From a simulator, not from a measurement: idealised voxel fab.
process module | voxel plated lines
cross-section cut | 215 nm wide | cells 5 nm
A cross-section is a grid of square cells, given in bands from the top down. A band is one or more rows of cells.
Each band's line starts with the height of the band's top and of its bottom, in nm. Then come its materials from left to right, each with its width in nm. One material with "throughout" fills the band from edge to edge. "air" is empty space.
Height 0 is the level under which the wafer as received is all one material. The lowest band goes on downwards, as in "0 down".
A width such as "30 to 40" changes by the same amount from each row of cells to the next, from the band's top row to its bottom row.
"no change" after a step means that no cell of the cross-section changed.
closed voids: empty space of 8 cells or more with no open way to the top, each as width x height at its distance from the left edge, in nm
after a step's settings: what the simulator itself notes on the step
overlay nm, on a step with a mask: how far to the right of its planned place the mask lay; to the left if negative
plan
1 op RECEIVE | material Si
2 op CONFORMAL_DEP | material SiO2 | thk nm 5
3 op DIRECTIONAL_DEP | material TiN | thk nm 5
4 op PATTERN | tone open | mask id LINES | material resist | width nm 30 | pitch nm 60 | thk nm 35 | overlay nm 0
5 op EPI | material Ru | thk nm 10
6 op EPI | material Ru | thk nm 5
7 op EPI | material Ru | thk nm 10
8 op STRIP | etch materials resist
9 op DIRECTIONAL_ETCH | etch materials TiN | depth nm 5
10 op CONFORMAL_DEP | material SiCN | thk nm 5
first wafer, as planned
as received, after step 1
  0 down: Si throughout
  closed voids: none
after step 2
  5 to 0: SiO2 throughout
  below 0: unchanged
after step 3
  10 to 5: TiN throughout
  below 5: unchanged
after step 4
  45 to 10: resist 60 | air 30 | resist 30 | air 30 | resist 65
  below 10: unchanged
after step 5
  45 to 20: resist 60 | air 30 | resist 30 | air 30 | resist 65
  20 to 10: resist 60 | Ru 30 | resist 30 | Ru 30 | resist 65
  below 10: unchanged
after step 6
  45 to 25: resist 60 | air 30 | resist 30 | air 30 | resist 65
  25 to 10: resist 60 | Ru 30 | resist 30 | Ru 30 | resist 65
  below 10: unchanged
after step 7
  45 to 35: resist 60 | air 30 | resist 30 | air 30 | resist 65
  35 to 10: resist 60 | Ru 30 | resist 30 | Ru 30 | resist 65
  below 10: unchanged
after step 8
  35 to 10: air 60 | Ru 30 | air 30 | Ru 30 | air 65
  below 10: unchanged
after step 9
  35 to 10: air 60 | Ru 30 | air 30 | Ru 30 | air 65
  10 to 5: air 60 | TiN 30 | air 30 | TiN 30 | air 65
  below 5: unchanged
after step 10
  40 to 35: air 55 | SiCN 40 | air 20 | SiCN 40 | air 60
  35 to 10: air 55 | SiCN 5 | Ru 30 | SiCN 5 | air 20 | SiCN 5 | Ru 30 | SiCN 5 | air 60
  10 to 5: SiCN 60 | TiN 30 | SiCN 30 | TiN 30 | SiCN 65
  below 5: unchanged
second wafer: like start, like plan, one mistake. Through step 1 it matches the first wafer
when step 2 should have ended: no change
when step 3 should have ended
  5 to 0: TiN throughout
  below 0: unchanged
when step 4 should have ended
  40 to 5: resist 60 | air 30 | resist 30 | air 30 | resist 65
  below 5: unchanged
when step 5 should have ended
  40 to 15: resist 60 | air 30 | resist 30 | air 30 | resist 65
  15 to 5: resist 60 | Ru 30 | resist 30 | Ru 30 | resist 65
  below 5: unchanged
when step 6 should have ended
  40 to 20: resist 60 | air 30 | resist 30 | air 30 | resist 65
  20 to 5: resist 60 | Ru 30 | resist 30 | Ru 30 | resist 65
  below 5: unchanged
when step 7 should have ended
  40 to 30: resist 60 | air 30 | resist 30 | air 30 | resist 65
  30 to 5: resist 60 | Ru 30 | resist 30 | Ru 30 | resist 65
  below 5: unchanged
when step 8 should have ended
  30 to 5: air 60 | Ru 30 | air 30 | Ru 30 | air 65
  below 5: unchanged
when step 9 should have ended
  30 to 5: air 60 | Ru 30 | air 30 | Ru 30 | air 65
  5 to 0: air 60 | TiN 30 | air 30 | TiN 30 | air 65
  below 0: unchanged
when step 10 should have ended
  35 to 30: air 55 | SiCN 40 | air 20 | SiCN 40 | air 60
  30 to 5: air 55 | SiCN 5 | Ru 30 | SiCN 5 | air 20 | SiCN 5 | Ru 30 | SiCN 5 | air 60
  5 to 0: SiCN 60 | TiN 30 | SiCN 30 | TiN 30 | SiCN 65
  below 0: unchanged
what went wrong: step 2 was left out
at the end the second wafer has, in cells: 43 fewer of SiO2
